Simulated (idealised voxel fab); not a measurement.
A process module follows: voxel capacitor over wiring.
210 nm wide, 5 nm square cells: that's cross-section cut.
Just so we're on the same page, the cross-sections are grids of square cells, and they're listed out in bands top to bottom, each band one or more rows deep. Look at the band entry: it leads with the top's height and the bottom's height in nm. Then it lists the materials left to right, with a width in nm for each. The word "throughout" on a single material says that material fills the band edge to edge. The word "blank" is empty space. A quick word on heights: they are counted from 0, and under that level the wafer as it came to us is one material throughout. The lowest band is different from the rest in having no bottom; it simply continues downward, written as in "0..down". The notation "30 to 40" denotes a width that varies across the rows of cells in the band, beginning at the first number in the top row, finishing at the second number in the bottom row, and changing by an identical amount from each row to the next. Basically "stayed the same" means that step didn't change any cell in the cross-section. "Closed internal cavities" specifies each empty space that is not open to the top and that occupies no fewer than 8 cells, using the form width x height at distance, the distance measured from the left edge and all three quantities in nm. Anything after a step's settings on that line? It's the simulator's own note about the step. overlay nm: for a step with a mask, the amount by which the mask lay right of where it was planned; a negative amount means left of it. How should the pairs below be read? Each gives the cross-section before one process step and the cross-section after it, the latter drawn only to the lowest band that changed; the step that lies between them, with its settings, appears under the pair. Does a pair pick up where the pair above left off? Only where its entry headed "Pre-step geometry" says so, since pairs can come from different runs of this module on the same starting wafer.

Pre-step geometry:
45..25: 45 of lowk / 5 of SiN / 20 of W / 5 of SiN / 50 of lowk / 5 of SiN / 20 of W / 5 of SiN / 55 of lowk
25..20: 45 of lowk / 5 of SiN / 20 of W / 10 of SiN / 45 of lowk / 5 of SiN / 20 of W / 10 of SiN / 50 of lowk
20..15: 50 of SiN / 25 of TiN / 55 of SiN / 25 of TiN / 55 of SiN
15..0: SiO2 throughout
0..down: Si throughout
Closed internal cavities: none

Step Result:
50..45: SiCN throughout
Note: structure below 45 unchanged.
Closed internal cavities: none
Between before and after above, the operation and settings are CONFORMAL_DEP,material SiCN,thk nm 5

Pre-step geometry: nothing new to draw here, it's the after view of the pair just above.

Step Result:
60..50: SiO2 throughout
Note: structure below 50 unchanged.
Closed internal cavities: none
Between before and after above, the operation and settings are DIRECTIONAL_DEP,material SiO2,thk nm 10

Pre-step geometry: nothing new to draw here, it's the after view of the pair just above.

Step Result:
60..50: 60 of SiO2 / 15 of blank / 135 of SiO2
Note: structure below 50 unchanged.
Closed internal cavities: none
Between before and after above, the operation and settings are MASKED_ETCH,tone open,mask id PLUG_1,width nm 15,etch materials SiO2,depth nm 10,overlay nm 0

Pre-step geometry: nothing new to draw here, it's the after view of the pair just above.

Step Result:
60..50: 60 of SiO2 / 15 of blank / 135 of SiO2
50..45: 60 of SiCN / 15 of blank / 135 of SiCN
Note: structure below 45 unchanged.
Closed internal cavities: none
Between before and after above, the operation and settings are MASKED_ETCH,tone open,mask id PLUG_1,width nm 15,etch materials SiCN,depth nm 5,overlay nm 0

Pre-step geometry: nothing new to draw here, it's the after view of the pair just above.

Step Result:
65..60: 65 of TiN / 5 of blank / 140 of TiN
60..50: 60 of SiO2 / 5 of TiN / 5 of blank / 5 of TiN / 135 of SiO2
50..45: 60 of SiCN / 15 of TiN / 135 of SiCN
Note: structure below 45 unchanged.
Closed internal cavities: none
Between before and after above, the operation and settings are CONFORMAL_DEP,material TiN,thk nm 5

Pre-step geometry: nothing new to draw here, it's the after view of the pair just above.

Step Result:
70..65: Cu throughout
65..60: 65 of TiN / 5 of Cu / 140 of TiN
60..50: 60 of SiO2 / 5 of TiN / 5 of Cu / 5 of TiN / 135 of SiO2
Note: structure below 50 unchanged.
Closed internal cavities: none
Between before and after above, the operation and settings are FILL_DEP,material Cu,thk nm 5

Pre-step geometry: nothing new to draw here, it's the after view of the pair just above.

Step Result:
60..50: 60 of SiO2 / 5 of TiN / 5 of Cu / 5 of TiN / 135 of SiO2
Note: structure below 50 unchanged.
Closed internal cavities: none
Between before and after above, the operation and settings are CMP,height nm 60

Pre-step geometry: nothing new to draw here, it's the after view of the pair just above.

Step Result:
65..60: TiN throughout
Note: structure below 60 unchanged.
Closed internal cavities: none
Between before and after above, the operation and settings are DIRECTIONAL_DEP,material TiN,thk nm 5

Pre-step geometry: nothing new to draw here, it's the after view of the pair just above.

Step Result:
70..65: Al2O3 throughout
Note: structure below 65 unchanged.
Closed internal cavities: none
Between before and after above, the operation and settings are DIRECTIONAL_DEP,material Al2O3,thk nm 5

Pre-step geometry: nothing new to draw here, it's the after view of the pair just above.

Step Result:
80..70: TiN throughout
Note: structure below 70 unchanged.
Closed internal cavities: none
Between before and after above, the operation and settings are DIRECTIONAL_DEP,material TiN,thk nm 10

Pre-step geometry: nothing new to draw here, it's the after view of the pair just above.

Step Result:
90..80: aC throughout
Note: structure below 80 unchanged.
Closed internal cavities: none
Between before and after above, the operation and settings are DIRECTIONAL_DEP,material aC,thk nm 10

Pre-step geometry: nothing new to draw here, it's the after view of the pair just above.

Step Result:
115..90: 60 of blank / 65 of resist / 85 of blank
Note: structure below 90 unchanged.
Closed internal cavities: none
Between before and after above, the operation and settings are PATTERN,tone cover,mask id UPPER_PLATE,material resist,width nm 65,thk nm 25,overlay nm 0

Pre-step geometry: nothing new to draw here, it's the after view of the pair just above.

Step Result:
105..90: 60 of blank / 65 of resist / 85 of blank
90..80: 60 of blank / 65 of aC / 85 of blank
Note: structure below 80 unchanged.
Closed internal cavities: none
Between before and after above, the operation and settings are DIRECTIONAL_ETCH,etch materials aC,depth nm 10

Pre-step geometry: nothing new to draw here, it's the after view of the pair just above.

Step Result:
90..80: 60 of blank / 65 of aC / 85 of blank
Note: structure below 80 unchanged.
Closed internal cavities: none
Between before and after above, the operation and settings are STRIP,etch materials resist

Pre-step geometry: nothing new to draw here, it's the after view of the pair just above.

Step Result:
90..80: 60 of blank / 65 of aC / 85 of blank
80..70: 60 of blank / 65 of TiN / 85 of blank
Note: structure below 70 unchanged.
Closed internal cavities: none
Between before and after above, the operation and settings are DIRECTIONAL_ETCH,etch materials TiN,depth nm 10

Pre-step geometry: nothing new to draw here, it's the after view of the pair just above.

Step Result:
90..80: 60 of blank / 65 of aC / 85 of blank
80..70: 60 of blank / 65 of TiN / 85 of blank
70..65: 60 of blank / 65 of Al2O3 / 85 of blank
Note: structure below 65 unchanged.
Closed internal cavities: none
Between before and after above, the operation and settings are DIRECTIONAL_ETCH,etch materials Al2O3,depth nm 5

Pre-step geometry: nothing new to draw here, it's the after view of the pair just above.

Step Result:
80..70: 60 of blank / 65 of TiN / 85 of blank
Note: structure below 70 unchanged.
Closed internal cavities: none
Between before and after above, the operation and settings are STRIP,etch materials aC

Pre-step geometry: nothing new to draw here, it's the after view of the pair just above.

Step Result:
90..80: 60 of blank / 65 of aC / 85 of blank
80..75: 60 of blank / 65 of TiN / 85 of blank
75..70: 60 of aC / 65 of TiN / 85 of aC
70..65: 60 of aC / 65 of Al2O3 / 85 of aC
Note: structure below 65 unchanged.
Closed internal cavities: none
Between before and after above, the operation and settings are DIRECTIONAL_DEP,material aC,thk nm 10

Pre-step geometry: nothing new to draw here, it's the after view of the pair just above.

Step Result:
120..90: 55 of blank / 75 of resist / 80 of blank
90..80: 55 of blank / 5 of resist / 65 of aC / 5 of resist / 80 of blank
80..75: 55 of blank / 5 of resist / 65 of TiN / 5 of resist / 80 of blank
Note: structure below 75 unchanged.
Closed internal cavities: none
Between before and after above, the operation and settings are PATTERN,tone cover,mask id LOWER_PLATE,material resist,width nm 75,thk nm 30,overlay nm 0

Pre-step geometry: nothing new to draw here, it's the after view of the pair just above.

Step Result:
110..90: 55 of blank / 75 of resist / 80 of blank
90..80: 55 of blank / 5 of resist / 65 of aC / 5 of resist / 80 of blank
80..75: 55 of blank / 5 of resist / 65 of TiN / 5 of resist / 80 of blank
75..70: 55 of blank / 5 of aC / 65 of TiN / 5 of aC / 80 of blank
70..65: 55 of blank / 5 of aC / 65 of Al2O3 / 5 of aC / 80 of blank
Note: structure below 65 unchanged.
Closed internal cavities: none
Between before and after above, the operation and settings are DIRECTIONAL_ETCH,etch materials aC,depth nm 10

Pre-step geometry: nothing new to draw here, it's the after view of the pair just above.

Step Result:
90..80: 60 of blank / 65 of aC / 85 of blank
80..75: 60 of blank / 65 of TiN / 85 of blank
Note: structure below 75 unchanged.
Closed internal cavities: none
Between before and after above, the operation and settings are STRIP,etch materials resist

Pre-step geometry: nothing new to draw here, it's the after view of the pair just above.

Step Result:
90..80: 60 of blank / 65 of aC / 85 of blank
80..75: 60 of blank / 65 of TiN / 85 of blank
75..70: 55 of blank / 5 of aC / 65 of TiN / 5 of aC / 80 of blank
70..65: 55 of blank / 5 of aC / 65 of Al2O3 / 5 of aC / 80 of blank
65..60: 55 of blank / 75 of TiN / 80 of blank
Note: structure below 60 unchanged.
Closed internal cavities: none
Between before and after above, the operation and settings are DIRECTIONAL_ETCH,etch materials TiN,depth nm 5

Pre-step geometry: nothing new to draw here, it's the after view of the pair just above.

Step Result:
80..70: 60 of blank / 65 of TiN / 85 of blank
70..65: 60 of blank / 65 of Al2O3 / 85 of blank
Note: structure below 65 unchanged.
Closed internal cavities: none
Between before and after above, the operation and settings are STRIP,etch materials aC

Pre-step geometry: nothing new to draw here, it's the after view of the pair just above.

Step Result:
100..80: SiO2 throughout
80..70: 60 of SiO2 / 65 of TiN / 85 of SiO2
70..65: 60 of SiO2 / 65 of Al2O3 / 85 of SiO2
65..60: 55 of SiO2 / 75 of TiN / 80 of SiO2
Note: structure below 60 unchanged.
Closed internal cavities: none
Between before and after above, the operation and settings are FILL_DEP,material SiO2,thk nm 20

Pre-step geometry: nothing new to draw here, it's the after view of the pair just above.

Step Result:
95..80: SiO2 throughout
Note: structure below 80 unchanged.
Closed internal cavities: none
Between before and after above, the operation and settings are CMP,height nm 95

Pre-step geometry: nothing new to draw here, it's the after view of the pair just above.

Step Result:
95..80: 70 of SiO2 / 15 of blank / 125 of SiO2
Note: structure below 80 unchanged.
Closed internal cavities: none
Between before and after above, the operation and settings are MASKED_ETCH,tone open,mask id PLUG_2,width nm 15,etch materials SiO2,depth nm 15,overlay nm 0

Pre-step geometry: nothing new to draw here, it's the after view of the pair just above.

Step Result:
100..95: 75 of TiN / 5 of blank / 130 of TiN
95..85: 70 of SiO2 / 5 of TiN / 5 of blank / 5 of TiN / 125 of SiO2
85..80: 70 of SiO2 / 15 of TiN / 125 of SiO2
Note: structure below 80 unchanged.
Closed internal cavities: none
Between before and after above, the operation and settings are CONFORMAL_DEP,material TiN,thk nm 5

Pre-step geometry: nothing new to draw here, it's the after view of the pair just above.

Step Result:
105..100: Ru throughout
100..95: 75 of TiN / 5 of Ru / 130 of TiN
95..85: 70 of SiO2 / 5 of TiN / 5 of Ru / 5 of TiN / 125 of SiO2
Note: structure below 85 unchanged.
Closed internal cavities: none
Between before and after above, the operation and settings are FILL_DEP,material Ru,thk nm 5

Pre-step geometry: nothing new to draw here, it's the after view of the pair just above.

Step Result:
95..85: 70 of SiO2 / 5 of TiN / 5 of Ru / 5 of TiN / 125 of SiO2
Note: structure below 85 unchanged.
Closed internal cavities: none
Between before and after above, the operation and settings are CMP,height nm 95

Pre-step geometry: nothing new to draw here, it's the after view of the pair just above.

Step Result:
100..95: SiCN throughout
Note: structure below 95 unchanged.
Closed internal cavities: none
Between before and after above, the operation and settings are CONFORMAL_DEP,material SiCN,thk nm 5

Pre-step geometry:
65..60: 65 of TiN / 5 of blank / 140 of TiN
60..50: 60 of SiO2 / 5 of TiN / 5 of blank / 5 of TiN / 135 of SiO2
50..45: 60 of SiCN / 15 of TiN / 135 of SiCN
45..20: 50 of lowk / 5 of SiN / 20 of W / 5 of SiN / 50 of lowk / 5 of SiN / 20 of W / 5 of SiN / 50 of lowk
20..15: 55 of SiN / 20 of TiN / 60 of SiN / 20 of TiN / 55 of SiN
15..0: SiO2 throughout
0..down: Si throughout
Closed internal cavities: none

Step Result:
70..65: Al2O3 throughout
65..60: 65 of TiN / 5 of Al2O3 / 140 of TiN
60..50: 60 of SiO2 / 5 of TiN / 5 of Al2O3 / 5 of TiN / 135 of SiO2
Note: structure below 50 unchanged.
Closed internal cavities: none
Between before and after above, the operation and settings are FILL_DEP,material Al2O3,thk nm 5

Pre-step geometry: nothing new to draw here, it's the after view of the pair just above.

Step Result:
60..50: 60 of SiO2 / 5 of TiN / 5 of Al2O3 / 5 of TiN / 135 of SiO2
Note: structure below 50 unchanged.
Closed internal cavities: none
Between before and after above, the operation and settings are CMP,height nm 60

Pre-step geometry: nothing new to draw here, it's the after view of the pair just above.

Step Result:
65..60: TiN throughout
Note: structure below 60 unchanged.
Closed internal cavities: none
Between before and after above, the operation and settings are DIRECTIONAL_DEP,material TiN,thk nm 5

Pre-step geometry: nothing new to draw here, it's the after view of the pair just above.

Step Result:
70..65: Al2O3 throughout
Note: structure below 65 unchanged.
Closed internal cavities: none
Between before and after above, the operation and settings are DIRECTIONAL_DEP,material Al2O3,thk nm 5

Pre-step geometry: nothing new to draw here, it's the after view of the pair just above.

Step Result:
80..70: TiN throughout
Note: structure below 70 unchanged.
Closed internal cavities: none
Between before and after above, the operation and settings are DIRECTIONAL_DEP,material TiN,thk nm 10

Pre-step geometry: nothing new to draw here, it's the after view of the pair just above.

Step Result:
90..80: aC throughout
Note: structure below 80 unchanged.
Closed internal cavities: none
Between before and after above, the operation and settings are DIRECTIONAL_DEP,material aC,thk nm 10

Pre-step geometry: nothing new to draw here, it's the after view of the pair just above.

Step Result:
115..90: 60 of blank / 65 of resist / 85 of blank
Note: structure below 90 unchanged.
Closed internal cavities: none
Between before and after above, the operation and settings are PATTERN,tone cover,mask id UPPER_PLATE,material resist,width nm 65,thk nm 25,overlay nm 0

Pre-step geometry: nothing new to draw here, it's the after view of the pair just above.

Step Result:
105..90: 60 of blank / 65 of resist / 85 of blank
90..80: 60 of blank / 65 of aC / 85 of blank
Note: structure below 80 unchanged.
Closed internal cavities: none
Between before and after above, the operation and settings are DIRECTIONAL_ETCH,etch materials aC,depth nm 10

Pre-step geometry: nothing new to draw here, it's the after view of the pair just above.

Step Result:
90..80: 60 of blank / 65 of aC / 85 of blank
Note: structure below 80 unchanged.
Closed internal cavities: none
Between before and after above, the operation and settings are STRIP,etch materials resist

Pre-step geometry: nothing new to draw here, it's the after view of the pair just above.

Step Result:
90..80: 60 of blank / 65 of aC / 85 of blank
80..70: 60 of blank / 65 of TiN / 85 of blank
Note: structure below 70 unchanged.
Closed internal cavities: none
Between before and after above, the operation and settings are DIRECTIONAL_ETCH,etch materials TiN,depth nm 10

Pre-step geometry: nothing new to draw here, it's the after view of the pair just above.

Step Result:
90..80: 60 of blank / 65 of aC / 85 of blank
80..70: 60 of blank / 65 of TiN / 85 of blank
70..65: 60 of blank / 65 of Al2O3 / 85 of blank
Note: structure below 65 unchanged.
Closed internal cavities: none
Between before and after above, the operation and settings are DIRECTIONAL_ETCH,etch materials Al2O3,depth nm 5

Pre-step geometry: nothing new to draw here, it's the after view of the pair just above.

Step Result:
80..70: 60 of blank / 65 of TiN / 85 of blank
Note: structure below 70 unchanged.
Closed internal cavities: none
Between before and after above, the operation and settings are STRIP,etch materials aC

Pre-step geometry: nothing new to draw here, it's the after view of the pair just above.

Step Result:
90..80: 60 of blank / 65 of aC / 85 of blank
80..75: 60 of blank / 65 of TiN / 85 of blank
75..70: 60 of aC / 65 of TiN / 85 of aC
70..65: 60 of aC / 65 of Al2O3 / 85 of aC
Note: structure below 65 unchanged.
Closed internal cavities: none
Between before and after above, the operation and settings are DIRECTIONAL_DEP,material aC,thk nm 10

Pre-step geometry: nothing new to draw here, it's the after view of the pair just above.

Step Result:
120..90: 55 of blank / 75 of resist / 80 of blank
90..80: 55 of blank / 5 of resist / 65 of aC / 5 of resist / 80 of blank
80..75: 55 of blank / 5 of resist / 65 of TiN / 5 of resist / 80 of blank
Note: structure below 75 unchanged.
Closed internal cavities: none
Between before and after above, the operation and settings are PATTERN,tone cover,mask id LOWER_PLATE,material resist,width nm 75,thk nm 30,overlay nm 0

Pre-step geometry: nothing new to draw here, it's the after view of the pair just above.

Step Result:
110..90: 55 of blank / 75 of resist / 80 of blank
90..80: 55 of blank / 5 of resist / 65 of aC / 5 of resist / 80 of blank
80..75: 55 of blank / 5 of resist / 65 of TiN / 5 of resist / 80 of blank
75..70: 55 of blank / 5 of aC / 65 of TiN / 5 of aC / 80 of blank
70..65: 55 of blank / 5 of aC / 65 of Al2O3 / 5 of aC / 80 of blank
Note: structure below 65 unchanged.
Closed internal cavities: none
Between before and after above, the operation and settings are DIRECTIONAL_ETCH,etch materials aC,depth nm 10

Pre-step geometry: nothing new to draw here, it's the after view of the pair just above.

Step Result:
90..80: 60 of blank / 65 of aC / 85 of blank
80..75: 60 of blank / 65 of TiN / 85 of blank
Note: structure below 75 unchanged.
Closed internal cavities: none
Between before and after above, the operation and settings are STRIP,etch materials resist

Pre-step geometry: nothing new to draw here, it's the after view of the pair just above.

Step Result:
90..80: 60 of blank / 65 of aC / 85 of blank
80..75: 60 of blank / 65 of TiN / 85 of blank
75..70: 55 of blank / 5 of aC / 65 of TiN / 5 of aC / 80 of blank
70..65: 55 of blank / 5 of aC / 65 of Al2O3 / 5 of aC / 80 of blank
65..60: 55 of blank / 75 of TiN / 80 of blank
Note: structure below 60 unchanged.
Closed internal cavities: none
Between before and after above, the operation and settings are DIRECTIONAL_ETCH,etch materials TiN,depth nm 5

Pre-step geometry: nothing new to draw here, it's the after view of the pair just above.

Step Result:
80..70: 60 of blank / 65 of TiN / 85 of blank
70..65: 60 of blank / 65 of Al2O3 / 85 of blank
Note: structure below 65 unchanged.
Closed internal cavities: none
Between before and after above, the operation and settings are STRIP,etch materials aC

Pre-step geometry: nothing new to draw here, it's the after view of the pair just above.

Step Result:
100..80: SiO2 throughout
80..70: 60 of SiO2 / 65 of TiN / 85 of SiO2
70..65: 60 of SiO2 / 65 of Al2O3 / 85 of SiO2
65..60: 55 of SiO2 / 75 of TiN / 80 of SiO2
Note: structure below 60 unchanged.
Closed internal cavities: none
Between before and after above, the operation and settings are FILL_DEP,material SiO2,thk nm 20

Pre-step geometry: nothing new to draw here, it's the after view of the pair just above.

Step Result:
95..80: SiO2 throughout
Note: structure below 80 unchanged.
Closed internal cavities: none
Between before and after above, the operation and settings are CMP,height nm 95

Pre-step geometry: nothing new to draw here, it's the after view of the pair just above.

Step Result:
95..80: 70 of SiO2 / 15 of blank / 125 of SiO2
Note: structure below 80 unchanged.
Closed internal cavities: none
Between before and after above, the operation and settings are MASKED_ETCH,tone open,mask id PLUG_2,width nm 15,etch materials SiO2,depth nm 15,overlay nm 0

Pre-step geometry: nothing new to draw here, it's the after view of the pair just above.

Step Result:
100..95: 75 of TiN / 5 of blank / 130 of TiN
95..85: 70 of SiO2 / 5 of TiN / 5 of blank / 5 of TiN / 125 of SiO2
85..80: 70 of SiO2 / 15 of TiN / 125 of SiO2
Note: structure below 80 unchanged.
Closed internal cavities: none
Between before and after above, the operation and settings are CONFORMAL_DEP,material TiN,thk nm 5

Pre-step geometry: nothing new to draw here, it's the after view of the pair just above.

Step Result:
105..100: Ru throughout
100..95: 75 of TiN / 5 of Ru / 130 of TiN
95..85: 70 of SiO2 / 5 of TiN / 5 of Ru / 5 of TiN / 125 of SiO2
Note: structure below 85 unchanged.
Closed internal cavities: none
Between before and after above, the operation and settings are FILL_DEP,material Ru,thk nm 5

Pre-step geometry: nothing new to draw here, it's the after view of the pair just above.

Step Result:
95..85: 70 of SiO2 / 5 of TiN / 5 of Ru / 5 of TiN / 125 of SiO2
Note: structure below 85 unchanged.
Closed internal cavities: none
Between before and after above, the operation and settings are CMP,height nm 95

Pre-step geometry: nothing new to draw here, it's the after view of the pair just above.

Step Result:
100..95: SiCN throughout
Note: structure below 95 unchanged.
Closed internal cavities: none
Between before and after above, the operation and settings are CONFORMAL_DEP,material SiCN,thk nm 5

Pre-step geometry:
60..50: SiO2 throughout
50..45: SiCN throughout
45..20: 50 of lowk / 5 of SiN / 20 of W / 5 of SiN / 50 of lowk / 5 of SiN / 20 of W / 5 of SiN / 50 of lowk
20..15: 55 of SiN / 20 of TiN / 60 of SiN / 20 of TiN / 55 of SiN
15..0: SiO2 throughout
0..down: Si throughout
Closed internal cavities: none

Step Result:
60..50: 60 of blank / 15 of SiO2 / 135 of blank
Note: structure below 50 unchanged.
Closed internal cavities: none
Between before and after above, the operation and settings are MASKED_ETCH,tone cover,mask id PLUG_1,width nm 15,etch materials SiO2,depth nm 10,overlay nm 0

Pre-step geometry: nothing new to draw here, it's the after view of the pair just above.

Step Result:
65..60: 55 of blank / 25 of TiN / 130 of blank
60..55: 55 of blank / 5 of TiN / 15 of SiO2 / 5 of TiN / 130 of blank
55..50: 60 of TiN / 15 of SiO2 / 135 of TiN
Note: structure below 50 unchanged.
Closed internal cavities: none
Between before and after above, the operation and settings are CONFORMAL_DEP,material TiN,thk nm 5

Pre-step geometry: nothing new to draw here, it's the after view of the pair just above.

Step Result:
70..65: Cu throughout
65..60: 55 of Cu / 25 of TiN / 130 of Cu
60..55: 55 of Cu / 5 of TiN / 15 of SiO2 / 5 of TiN / 130 of Cu
Note: structure below 55 unchanged.
Closed internal cavities: none
Between before and after above, the operation and settings are FILL_DEP,material Cu,thk nm 5

Pre-step geometry: nothing new to draw here, it's the after view of the pair just above.

Step Result:
60..55: 55 of Cu / 5 of TiN / 15 of SiO2 / 5 of TiN / 130 of Cu
Note: structure below 55 unchanged.
Closed internal cavities: none
Between before and after above, the operation and settings are CMP,height nm 60

Pre-step geometry: nothing new to draw here, it's the after view of the pair just above.

Step Result:
65..60: TiN throughout
Note: structure below 60 unchanged.
Closed internal cavities: none
Between before and after above, the operation and settings are DIRECTIONAL_DEP,material TiN,thk nm 5

Pre-step geometry: nothing new to draw here, it's the after view of the pair just above.

Step Result:
70..65: Al2O3 throughout
Note: structure below 65 unchanged.
Closed internal cavities: none
Between before and after above, the operation and settings are DIRECTIONAL_DEP,material Al2O3,thk nm 5

Pre-step geometry: nothing new to draw here, it's the after view of the pair just above.

Step Result:
80..70: TiN throughout
Note: structure below 70 unchanged.
Closed internal cavities: none
Between before and after above, the operation and settings are DIRECTIONAL_DEP,material TiN,thk nm 10

Pre-step geometry: nothing new to draw here, it's the after view of the pair just above.

Step Result:
90..80: aC throughout
Note: structure below 80 unchanged.
Closed internal cavities: none
Between before and after above, the operation and settings are DIRECTIONAL_DEP,material aC,thk nm 10

Pre-step geometry: nothing new to draw here, it's the after view of the pair just above.

Step Result:
115..90: 60 of blank / 65 of resist / 85 of blank
Note: structure below 90 unchanged.
Closed internal cavities: none
Between before and after above, the operation and settings are PATTERN,tone cover,mask id UPPER_PLATE,material resist,width nm 65,thk nm 25,overlay nm 0

Pre-step geometry: nothing new to draw here, it's the after view of the pair just above.

Step Result:
105..90: 60 of blank / 65 of resist / 85 of blank
90..80: 60 of blank / 65 of aC / 85 of blank
Note: structure below 80 unchanged.
Closed internal cavities: none
Between before and after above, the operation and settings are DIRECTIONAL_ETCH,etch materials aC,depth nm 10

Pre-step geometry: nothing new to draw here, it's the after view of the pair just above.

Step Result:
90..80: 60 of blank / 65 of aC / 85 of blank
Note: structure below 80 unchanged.
Closed internal cavities: none
Between before and after above, the operation and settings are STRIP,etch materials resist

Pre-step geometry: nothing new to draw here, it's the after view of the pair just above.

Step Result:
90..80: 60 of blank / 65 of aC / 85 of blank
80..70: 60 of blank / 65 of TiN / 85 of blank
Note: structure below 70 unchanged.
Closed internal cavities: none
Between before and after above, the operation and settings are DIRECTIONAL_ETCH,etch materials TiN,depth nm 10

Pre-step geometry: nothing new to draw here, it's the after view of the pair just above.

Step Result:
90..80: 60 of blank / 65 of aC / 85 of blank
80..70: 60 of blank / 65 of TiN / 85 of blank
70..65: 60 of blank / 65 of Al2O3 / 85 of blank
Note: structure below 65 unchanged.
Closed internal cavities: none
Between before and after above, the operation and settings are DIRECTIONAL_ETCH,etch materials Al2O3,depth nm 5

Pre-step geometry: nothing new to draw here, it's the after view of the pair just above.

Step Result:
80..70: 60 of blank / 65 of TiN / 85 of blank
Note: structure below 70 unchanged.
Closed internal cavities: none
Between before and after above, the operation and settings are STRIP,etch materials aC

Pre-step geometry: nothing new to draw here, it's the after view of the pair just above.

Step Result:
90..80: 60 of blank / 65 of aC / 85 of blank
80..75: 60 of blank / 65 of TiN / 85 of blank
75..70: 60 of aC / 65 of TiN / 85 of aC
70..65: 60 of aC / 65 of Al2O3 / 85 of aC
Note: structure below 65 unchanged.
Closed internal cavities: none
Between before and after above, the operation and settings are DIRECTIONAL_DEP,material aC,thk nm 10

Pre-step geometry: nothing new to draw here, it's the after view of the pair just above.

Step Result:
120..90: 55 of blank / 75 of resist / 80 of blank
90..80: 55 of blank / 5 of resist / 65 of aC / 5 of resist / 80 of blank
80..75: 55 of blank / 5 of resist / 65 of TiN / 5 of resist / 80 of blank
Note: structure below 75 unchanged.
Closed internal cavities: none
Between before and after above, the operation and settings are PATTERN,tone cover,mask id LOWER_PLATE,material resist,width nm 75,thk nm 30,overlay nm 0

Pre-step geometry: nothing new to draw here, it's the after view of the pair just above.

Step Result:
110..90: 55 of blank / 75 of resist / 80 of blank
90..80: 55 of blank / 5 of resist / 65 of aC / 5 of resist / 80 of blank
80..75: 55 of blank / 5 of resist / 65 of TiN / 5 of resist / 80 of blank
75..70: 55 of blank / 5 of aC / 65 of TiN / 5 of aC / 80 of blank
70..65: 55 of blank / 5 of aC / 65 of Al2O3 / 5 of aC / 80 of blank
Note: structure below 65 unchanged.
Closed internal cavities: none
Between before and after above, the operation and settings are DIRECTIONAL_ETCH,etch materials aC,depth nm 10

Pre-step geometry: nothing new to draw here, it's the after view of the pair just above.

Step Result:
90..80: 60 of blank / 65 of aC / 85 of blank
80..75: 60 of blank / 65 of TiN / 85 of blank
Note: structure below 75 unchanged.
Closed internal cavities: none
Between before and after above, the operation and settings are STRIP,etch materials resist

Pre-step geometry: nothing new to draw here, it's the after view of the pair just above.

Step Result:
90..80: 60 of blank / 65 of aC / 85 of blank
80..75: 60 of blank / 65 of TiN / 85 of blank
75..70: 55 of blank / 5 of aC / 65 of TiN / 5 of aC / 80 of blank
70..65: 55 of blank / 5 of aC / 65 of Al2O3 / 5 of aC / 80 of blank
65..60: 55 of blank / 75 of TiN / 80 of blank
Note: structure below 60 unchanged.
Closed internal cavities: none
Between before and after above, the operation and settings are DIRECTIONAL_ETCH,etch materials TiN,depth nm 5

Pre-step geometry: nothing new to draw here, it's the after view of the pair just above.

Step Result:
80..70: 60 of blank / 65 of TiN / 85 of blank
70..65: 60 of blank / 65 of Al2O3 / 85 of blank
Note: structure below 65 unchanged.
Closed internal cavities: none
Between before and after above, the operation and settings are STRIP,etch materials aC

Pre-step geometry: nothing new to draw here, it's the after view of the pair just above.

Step Result:
100..80: SiO2 throughout
80..70: 60 of SiO2 / 65 of TiN / 85 of SiO2
70..65: 60 of SiO2 / 65 of Al2O3 / 85 of SiO2
65..60: 55 of SiO2 / 75 of TiN / 80 of SiO2
Note: structure below 60 unchanged.
Closed internal cavities: none
Between before and after above, the operation and settings are FILL_DEP,material SiO2,thk nm 20

Pre-step geometry: nothing new to draw here, it's the after view of the pair just above.

Step Result:
95..80: SiO2 throughout
Note: structure below 80 unchanged.
Closed internal cavities: none
Between before and after above, the operation and settings are CMP,height nm 95

Pre-step geometry: nothing new to draw here, it's the after view of the pair just above.

Step Result:
95..80: 70 of SiO2 / 15 of blank / 125 of SiO2
Note: structure below 80 unchanged.
Closed internal cavities: none
Between before and after above, the operation and settings are MASKED_ETCH,tone open,mask id PLUG_2,width nm 15,etch materials SiO2,depth nm 15,overlay nm 0

Pre-step geometry: nothing new to draw here, it's the after view of the pair just above.

Step Result:
100..95: 75 of TiN / 5 of blank / 130 of TiN
95..85: 70 of SiO2 / 5 of TiN / 5 of blank / 5 of TiN / 125 of SiO2
85..80: 70 of SiO2 / 15 of TiN / 125 of SiO2
Note: structure below 80 unchanged.
Closed internal cavities: none
Between before and after above, the operation and settings are CONFORMAL_DEP,material TiN,thk nm 5

Pre-step geometry: nothing new to draw here, it's the after view of the pair just above.

Step Result:
105..100: Ru throughout
100..95: 75 of TiN / 5 of Ru / 130 of TiN
95..85: 70 of SiO2 / 5 of TiN / 5 of Ru / 5 of TiN / 125 of SiO2
Note: structure below 85 unchanged.
Closed internal cavities: none
Between before and after above, the operation and settings are FILL_DEP,material Ru,thk nm 5

Pre-step geometry: nothing new to draw here, it's the after view of the pair just above.

Step Result:
95..85: 70 of SiO2 / 5 of TiN / 5 of Ru / 5 of TiN / 125 of SiO2
Note: structure below 85 unchanged.
Closed internal cavities: none
Between before and after above, the operation and settings are CMP,height nm 95

Pre-step geometry: nothing new to draw here, it's the after view of the pair just above.

Step Result:
100..95: SiCN throughout
Note: structure below 95 unchanged.
Closed internal cavities: none
Between before and after above, the operation and settings are CONFORMAL_DEP,material SiCN,thk nm 5
